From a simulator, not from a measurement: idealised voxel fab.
process module | voxel gate over fins
cross-section cut | 290 nm wide | cells 5 nm
A cross-section is a grid of square cells, given in bands from the top down. A band is one or more rows of cells.
Each band's line starts with the height of the band's top and of its bottom, in nm. Then come its materials from left to right, each with its width in nm. One material with "throughout" fills the band from edge to edge. "air" is empty space.
Height 0 is the level under which the wafer as received is all one material. The lowest band goes on downwards, as in "0 down".
A width such as "30 to 40" changes by the same amount from each row of cells to the next, from the band's top row to its bottom row.
"no change" after a step means that no cell of the cross-section changed.
closed voids: empty space of 8 cells or more with no open way to the top, each as width x height at its distance from the left edge, in nm
after a step's settings: what the simulator itself notes on the step
overlay nm, on a step with a mask: how far to the right of its planned place the mask lay; to the left if negative
plan
1 op RECEIVE | material Si
2 op CONFORMAL_DEP | material SiN | thk nm 10
3 op DIRECTIONAL_DEP | material aC | thk nm 10
4 op PATTERN | tone cover | mask id FINS | material resist | width nm 15 | pitch nm 45 | thk nm 30 | overlay nm 0
5 op DIRECTIONAL_ETCH | etch materials aC | depth nm 10
6 op STRIP | etch materials resist
7 op DIRECTIONAL_ETCH | etch materials SiN | depth nm 10
8 op DIRECTIONAL_ETCH | etch materials Si | depth nm 40
9 op STRIP | etch materials aC
10 op OXIDIZE | depth nm 5
11 op FILL_DEP | material SiO2 | thk nm 5
12 op CMP | height nm 10
13 op SELECTIVE_ETCH | etch materials SiO2 | depth nm 25
14 op STRIP | etch materials SiN
15 op CONFORMAL_DEP | material HfO2 | thk nm 5
16 op CONFORMAL_DEP | material TiN | thk nm 5
17 op CONFORMAL_DEP | material TiAl | thk nm 5
18 op CONFORMAL_DEP | material TiN | thk nm 5
19 op FILL_DEP | material W | thk nm 10
20 op CMP | height nm 25
21 op CONFORMAL_DEP | material SiN | thk nm 5
as received, after step 1
  0 down: Si throughout
  closed voids: none
first wafer at the end, as planned
  30 to 25: SiN throughout
  25 to 20: W throughout
  20 to 15: W 75 | TiN 135 | W 80
  15 to 10: W 75 | TiN 5 | TiAl 35 | TiN 10 | TiAl 35 | TiN 10 | TiAl 35 | TiN 5 | W 80
  10 to 5: W 75 | TiN 5 | TiAl 5 | TiN 25 | TiAl 5 | TiN 10 | TiAl 5 | TiN 25 | TiAl 5 | TiN 10 | TiAl 5 | TiN 25 | TiAl 5 | TiN 5 | W 80
  5 to 0: TiN 80 | TiAl 5 | TiN 5 | HfO2 15 | TiN 5 | TiAl 5 | TiN 10 | TiAl 5 | TiN 5 | HfO2 15 | TiN 5 | TiAl 5 | TiN 10 | TiAl 5 | TiN 5 | HfO2 15 | TiN 5 | TiAl 5 | TiN 85
  0 to -5: TiAl 85 | TiN 5 | HfO2 5 | Si 5 | HfO2 5 | TiN 5 | TiAl 20 | TiN 5 | HfO2 5 | Si 5 | HfO2 5 | TiN 5 | TiAl 20 | TiN 5 | HfO2 5 | Si 5 | HfO2 5 | TiN 5 | TiAl 90
  -5 to -10: TiN 90 | HfO2 5 | Si 5 | HfO2 5 | TiN 30 | HfO2 5 | Si 5 | HfO2 5 | TiN 30 | HfO2 5 | Si 5 | HfO2 5 | TiN 95
  -10 to -15: HfO2 95 | Si 5 | HfO2 40 | Si 5 | HfO2 40 | Si 5 | HfO2 100
  -15 to -45: SiO2 95 | Si 5 | SiO2 40 | Si 5 | SiO2 40 | Si 5 | SiO2 100
  -45 down: Si throughout
  closed voids: none
second wafer at the end: like start, like plan, one mistake
  30 to 25: SiN throughout
  25 to 15: W throughout
  15 to 10: W 80 | TiN 35 | W 10 | TiN 35 | W 10 | TiN 35 | W 85
  10 to 5: W 80 | TiN 5 | TiAl 25 | TiN 5 | W 10 | TiN 5 | TiAl 25 | TiN 5 | W 10 | TiN 5 | TiAl 25 | TiN 5 | W 85
  5 to 0: W 80 | TiN 5 | TiAl 5 | TiN 15 | TiAl 5 | TiN 5 | W 10 | TiN 5 | TiAl 5 | TiN 15 | TiAl 5 | TiN 5 | W 10 | TiN 5 | TiAl 5 | TiN 15 | TiAl 5 | TiN 5 | W 85
  0 to -5: TiN 85 | TiAl 5 | TiN 5 | Si 5 | TiN 5 | TiAl 5 | TiN 20 | TiAl 5 | TiN 5 | Si 5 | TiN 5 | TiAl 5 | TiN 20 | TiAl 5 | TiN 5 | Si 5 | TiN 5 | TiAl 5 | TiN 90
  -5 to -10: TiAl 90 | TiN 5 | Si 5 | TiN 5 | TiAl 30 | TiN 5 | Si 5 | TiN 5 | TiAl 30 | TiN 5 | Si 5 | TiN 5 | TiAl 95
  -10 to -15: TiN 95 | Si 5 | TiN 40 | Si 5 | TiN 40 | Si 5 | TiN 100
  -15 to -45: SiO2 95 | Si 5 | SiO2 40 | Si 5 | SiO2 40 | Si 5 | SiO2 100
  -45 down: Si throughout
  closed voids: none
what went wrong: step 15 was left out
at the end the second wafer has, in cells: 76 fewer of HfO2 | 76 more of W
